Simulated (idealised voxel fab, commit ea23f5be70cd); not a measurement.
The name of this process module is voxel gate over fins.
Pictured: cross-section cut, 230 nm wide, on a grid of 5 nm square cells.
Cross-section, as written here: a square-cell grid given band by band from the top down, where a band holds one or more rows of cells. Look at the band entry: it leads with the top's height and the bottom's height in nm. Then it lists the materials left to right, with a width in nm for each. The word "edge to edge" on a single material says that material fills the band edge to edge. The word "blank" is empty space. Counting heights begins at 0, where everything beneath is, in the wafer as received, one material. The lowest band has no bottom; it goes on downwards, as "top 0, no bottom" shows. The two numbers in a width such as "30->40" mark its ends across the band: the first belongs to the top row of cells, the second to the bottom row, and from each row to the next the width moves by the same amount. Step marked "no change"? Then no cell in the cross-section changed in it. Closed cavities: empty space of 8 cells or more with no open way to the top, each as width x height at its distance from the left edge, in nm. It should be noted that, on the line of a given step, the content following the step's settings is a remark produced by the simulator itself with respect to that step. overlay nm: right-of-plan distance of the mask on a masked step; negative values mean left-of-plan.

# plan
step 1: RECEIVE with material Si
step 2: CONFORMAL_DEP with material SiN, thk nm 5
step 3: PATTERN with tone cover, mask id FINS, material resist, width nm 15, pitch nm 60, thk nm 20, overlay nm 0
step 4: DIRECTIONAL_ETCH with etch materials SiN, depth nm 5
step 5: DIRECTIONAL_ETCH with etch materials Si, depth nm 35
step 6: STRIP with etch materials resist
step 7: OXIDIZE with depth nm 5
step 8: FILL_DEP with material SiO2, thk nm 15
step 9: CMP with height nm 5
step 10: PATTERN with tone open, mask id RAIL, material resist, width nm 15, thk nm 20, overlay nm 0
step 11: DIRECTIONAL_ETCH with etch materials SiO2, depth nm 35
step 12: STRIP with etch materials resist
step 13: CONFORMAL_DEP with material TiN, thk nm 5
step 14: FILL_DEP with material Ru, thk nm 10
step 15: CMP with height nm 5
step 16: SELECTIVE_ETCH with etch materials W Ru TiN, depth nm 30
step 17: FILL_DEP with material SiO2, thk nm 5
step 18: CMP with height nm 5
step 19: SELECTIVE_ETCH with etch materials SiO2, depth nm 20
step 20: STRIP with etch materials SiN
step 21: CONFORMAL_DEP with material HfO2, thk nm 5
step 22: CONFORMAL_DEP with material TiN, thk nm 5
step 23: CONFORMAL_DEP with material TiAl, thk nm 5
step 24: CONFORMAL_DEP with material TiN, thk nm 5
step 25: FILL_DEP with material W, thk nm 15
step 26: CMP with height nm 30
step 27: CONFORMAL_DEP with material SiN, thk nm 10

# Incoming wafer, cross-sectional view, post step 1
top 0, no bottom | Si edge to edge
Closed cavities: none

# a wafer at the end: this start, this plan, one mistake
top 40, bottom 30 | SiN edge to edge
top 30, bottom 20 | W edge to edge
top 20, bottom 15 | W=60 / TiN=45 / W=15 / TiN=45 / W=65
top 15, bottom 10 | W=60 / TiN=5 / TiAl=35 / TiN=5 / W=15 / TiN=5 / TiAl=35 / TiN=5 / W=65
top 10, bottom 5 | W=60 / TiN=5 / TiAl=5 / TiN=25 / TiAl=5 / TiN=5 / W=15 / TiN=5 / TiAl=5 / TiN=25 / TiAl=5 / TiN=5 / W=65
top 5, bottom 0 | TiN=65 / TiAl=5 / TiN=5 / HfO2=15 / TiN=5 / TiAl=5 / TiN=25 / TiAl=5 / TiN=5 / HfO2=15 / TiN=5 / TiAl=5 / TiN=70
top 0, bottom -5 | TiAl=70 / TiN=5 / HfO2=5 / Si=5 / HfO2=5 / TiN=5 / TiAl=35 / TiN=5 / HfO2=5 / Si=5 / HfO2=5 / TiN=5 / TiAl=75
top -5, bottom -10 | TiN=75 / HfO2=5 / Si=5 / HfO2=5 / TiN=45 / HfO2=5 / Si=5 / HfO2=5 / TiN=80
top -10, bottom -15 | HfO2=80 / Si=5 / HfO2=55 / Si=5 / HfO2=85
top -15, bottom -25 | SiO2=80 / Si=5 / SiO2=55 / Si=5 / SiO2=85
top -25, bottom -30 | SiO2=80 / Si=5 / SiO2=10 / TiN=15 / SiO2=30 / Si=5 / SiO2=85
top -30, bottom -40 | SiO2=80 / Si=5 / SiO2=55 / Si=5 / SiO2=85
top -40, no bottom | Si edge to edge
Closed cavities: none
What was the processing mistake? in deviation from the planned setting, step 10 was conducted as PATTERN with tone open, mask id RAIL, material resist, width nm 15, thk nm 20, overlay nm -10
